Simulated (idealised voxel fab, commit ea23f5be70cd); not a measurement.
process module | voxel released beams
cross-section cut | 295 nm wide | cells 5 nm
A cross-section is a grid of square cells, given in bands from the top down. A band is one or more rows of cells.
Each band's line starts with the height of the band's top and of its bottom, in nm. Then come its materials from left to right, each with its width in nm. One material with "throughout" fills the band from edge to edge. "air" is empty space.
Height 0 is the level under which the wafer as received is all one material. The lowest band goes on downwards, as in "0 down".
A width such as "30 to 40" changes by the same amount from each row of cells to the next, from the band's top row to its bottom row.
"no change" after a step means that no cell of the cross-section changed.
closed voids: empty space of 8 cells or more with no open way to the top, each as width x height at its distance from the left edge, in nm
after a step's settings: what the simulator itself notes on the step
overlay nm, on a step with a mask: how far to the right of its planned place the mask lay; to the left if negative
plan
1 op RECEIVE | material Si
2 op CONFORMAL_DEP | material Al2O3 | thk nm 10
3 op DIRECTIONAL_DEP | material SiO2 | thk nm 15
4 op PATTERN | tone open | mask id ANCHOR | material resist | width nm 35 | thk nm 20 | overlay nm 0
5 op DIRECTIONAL_ETCH | etch materials SiO2 | depth nm 15
6 op STRIP | etch materials resist
7 op CONFORMAL_DEP | material SiN | thk nm 15
8 op DIRECTIONAL_DEP | material aC | thk nm 15
9 op PATTERN | tone cover | mask id BEAM | material resist | width nm 115 | thk nm 30 | overlay nm 0
10 op DIRECTIONAL_ETCH | etch materials aC | depth nm 15
11 op STRIP | etch materials resist
12 op DIRECTIONAL_ETCH | etch materials SiN | depth nm 15
13 op STRIP | etch materials aC
14 op STRIP | etch materials SiO2
as received, after step 1
  0 down: Si throughout
  closed voids: none
first wafer at the end, as planned
  40 to 25: air 85 | SiN 20 | air 5 | SiN 90 | air 95
  25 to 10: air 90 | SiN 35 | air 170
  10 to 0: Al2O3 throughout
  0 down: Si throughout
  closed voids: none
second wafer at the end: like start, like plan, one mistake
  40 to 25: air 85 | SiN 115 | air 95
  25 to 15: Al2O3 throughout
  15 to 0: SiO2 throughout
  0 down: Si throughout
  closed voids: none
what went wrong: steps 2 and 3 were swapped
at the end the second wafer has, in cells: 18 fewer of SiN | 177 more of SiO2
